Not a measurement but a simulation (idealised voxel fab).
The process module presented herein is designated voxel capacitor over wiring.
Each square cell in cross-section cut measures 5 nm, and the section as a whole is 150 nm wide.
Notation: cross-section as square-cell grid; stated in bands, top first, going down; one or more cell rows per band.
Top height, bottom height, nm. Materials left to right, width each, nm. Single material + "everywhere" = fills band edge to edge. "blank" = empty.
We count height from 0. Below that, the starting wafer is all one material. The lowest band never ends at the bottom but goes on down; see "0 and below" for how that is written.
Width: "30->40" (first number = top row, second number = bottom row, same change from row to row of cells).
"everything unchanged" for a step: no cell of the cross-section changed in that step.
"Sealed internal cavities" means: voids of 8 cells or more that are shut off from the top with no open way through. Written width x height at distance, distance from the left edge, in nm.
What comes after the settings on a step's line is commentary from the simulator itself on that step.
When a step includes a mask, the "overlay nm" setting on its line states how far to the right of its planned place that mask lay, and negative values state how far to the left.

# This section lists the process steps that were planned
- 1: RECEIVE [material Si]
- 2: CONFORMAL_DEP [material SiO2] [thk nm 15]
- 3: CONFORMAL_DEP [material SiN] [thk nm 5]
- 4: DIRECTIONAL_DEP [material lowk] [thk nm 25]
- 5: PATTERN [tone open] [mask id METAL_1] [material resist] [width nm 25] [pitch nm 95] [thk nm 20] [overlay nm 0]
- 6: DIRECTIONAL_ETCH [etch materials lowk] [depth nm 25]
- 7: DIRECTIONAL_ETCH [etch materials SiN] [depth nm 5]
- 8: STRIP [etch materials resist]
- 9: CONFORMAL_DEP [material TiN] [thk nm 5]
- 10: FILL_DEP [material Cu] [thk nm 10]
- 11: CMP [height nm 45]
- 12: CONFORMAL_DEP [material SiCN] [thk nm 5]
- 13: DIRECTIONAL_DEP [material lowk] [thk nm 10]
- 14: DIRECTIONAL_DEP [material aC] [thk nm 15]
- 15: PATTERN [tone open] [mask id PLUG_1] [material resist] [width nm 15] [thk nm 35] [overlay nm 0]
- 16: DIRECTIONAL_ETCH [etch materials aC] [depth nm 15]
- 17: STRIP [etch materials resist]
- 18: DIRECTIONAL_ETCH [etch materials lowk] [depth nm 20]
- 19: DIRECTIONAL_ETCH [etch materials SiCN] [depth nm 5]
- 20: STRIP [etch materials aC]
- 21: CONFORMAL_DEP [material TiN] [thk nm 5]
- 22: FILL_DEP [material Ru] [thk nm 10]
- 23: CMP [height nm 70]
- 24: DIRECTIONAL_DEP [material TiN] [thk nm 5]
- 25: DIRECTIONAL_DEP [material Al2O3] [thk nm 5]
- 26: DIRECTIONAL_DEP [material TiN] [thk nm 10]
- 27: DIRECTIONAL_DEP [material aC] [thk nm 10]
- 28: PATTERN [tone cover] [mask id UPPER_PLATE] [material resist] [width nm 75] [thk nm 30] [overlay nm 0]
- 29: DIRECTIONAL_ETCH [etch materials aC] [depth nm 10]
- 30: STRIP [etch materials resist]
- 31: DIRECTIONAL_ETCH [etch materials TiN] [depth nm 10]
- 32: DIRECTIONAL_ETCH [etch materials Al2O3] [depth nm 5]
- 33: STRIP [etch materials aC]
- 34: MASKED_ETCH [tone cover] [mask id LOWER_PLATE] [width nm 85] [etch materials TiN] [depth nm 5] [overlay nm 0]
- 35: FILL_DEP [material SiO2] [thk nm 20]
- 36: CMP [height nm 105]
- 37: DIRECTIONAL_DEP [material aC] [thk nm 15]
- 38: PATTERN [tone open] [mask id PLUG_2] [material resist] [width nm 15] [thk nm 30] [overlay nm 0]
- 39: DIRECTIONAL_ETCH [etch materials aC] [depth nm 15]
- 40: STRIP [etch materials resist]
- 41: DIRECTIONAL_ETCH [etch materials SiO2] [depth nm 15]
- 42: STRIP [etch materials aC]
- 43: CONFORMAL_DEP [material TiN] [thk nm 5]
- 44: FILL_DEP [material Cu] [thk nm 10]
- 45: CMP [height nm 105]
- 46: CONFORMAL_DEP [material SiN] [thk nm 5]
Where the wafers of this document differ is in the thk nm of step 13; they start out the same, and the plan states the value that applied to the first wafer.

# Received wafers, first of several: cross-section after step 1
    0 and below = Si everywhere
    Sealed internal cavities: none

# What follows is a table in which each wafer occupies a row; for the wafer as it stands at the close of the module, the row states, material by material, how many cells have been gained (+) or lost (-) since receipt, and then gives its closed voids
thk nm 10; +15 Al2O3; +32 Cu; +33 Ru; +27 SiCN; +50 SiN; +229 SiO2; +120 TiN; +154 lowk; Sealed internal cavities: none
thk nm 15; +15 Al2O3; +32 Cu; +4 Ru; +27 SiCN; +50 SiN; +229 SiO2; +122 TiN; +181 lowk; Sealed internal cavities: none
thk nm 20; +15 Al2O3; +32 Cu; +4 Ru; +27 SiCN; +50 SiN; +229 SiO2; +95 TiN; +208 lowk; Sealed internal cavities: none
thk nm 25; +15 Al2O3; +32 Cu; +2 Ru; +30 SiCN; +50 SiN; +229 SiO2; +91 TiN; +211 lowk; Sealed internal cavities: none
thk nm 30; +15 Al2O3; +32 Cu; +1 Ru; +30 SiCN; +50 SiN; +229 SiO2; +89 TiN; +214 lowk; Sealed internal cavities: none
thk nm 35; +15 Al2O3; +32 Cu; +30 SiCN; +50 SiN; +229 SiO2; +87 TiN; +217 lowk; Sealed internal cavities: none
